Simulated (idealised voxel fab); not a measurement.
Process module name: voxel tone inversion
Cross-sectional view cut (width: 200 nm; square cell size: 5 nm).
Just so we're on the same page, the cross-sections are grids of square cells, and they're listed out in bands top to bottom, each band one or more rows deep. What a band's entry tells you: where the top is and where the bottom is, as heights in nm, and after that what lies inside, material by material from left to right, each with its width in nm. Empty space is written as the word "air", and a single material marked with the word "all across" occupies the band from edge to edge. Heights from 0 (as-received wafer is one material below). Bottom band endless downward, as "0 and below". Think of "30->40" as a width that walks from the first number to the second as you go down the band, top row to bottom row, taking equal-sized steps from row to row. "remains unaltered" -> step changed no cross-section cell. Empty spaces counting at least 8 cells and having no open way to the top are listed in "Enclosed void listing". The notation width x height at distance is used for each, the distance being from the left edge and all three values in nm. Formally, on a step line, whatever follows the settings is a remark that the simulator itself makes on the step. Steps that use a mask can have "overlay nm" on their line. It says how far the mask sat to the right of where it was meant to be. Negative means to the left.

-- Listed below are the process steps as planned
- 1: RECEIVE (material Si)
- 2: CONFORMAL_DEP (material SiN; thk nm 5)
- 3: DIRECTIONAL_DEP (material aC; thk nm 20)
- 4: PATTERN (tone cover; mask id POSTS; material resist; width nm 15; pitch nm 40; thk nm 30; overlay nm 0)
- 5: DIRECTIONAL_ETCH (etch materials aC; depth nm 20)
- 6: STRIP (etch materials resist)
- 7: FILL_DEP (material lowk; thk nm 10)
- 8: CMP (height nm 25)
- 9: STRIP (etch materials aC)
- 10: CONFORMAL_DEP (material TiN; thk nm 5)
- 11: FILL_DEP (material Cu; thk nm 10)
- 12: CMP (height nm 25)
- 13: CONFORMAL_DEP (material SiN; thk nm 5)
For clarity, it should be stated that the wafers under discussion commence in an identical condition and differ with respect to the width nm of step 4, the plan indicating the value that the first wafer had.

-- Incoming state of the first of several wafers in cross-section: after step 1
0 and below = Si all across
Enclosed void listing: none

-- Tabulated below, wafer by wafer, are the end-of-module results: for each material, the number of cells gained (+) or lost (-) relative to the as-received state, followed by the closed voids
width nm 15, +9 Cu, +80 SiN, +27 TiN, +124 lowk, Enclosed void listing: none
width nm 20, +18 Cu, +80 SiN, +30 TiN, +112 lowk, Enclosed void listing: none
width nm 25, +27 Cu, +80 SiN, +33 TiN, +100 lowk, Enclosed void listing: none
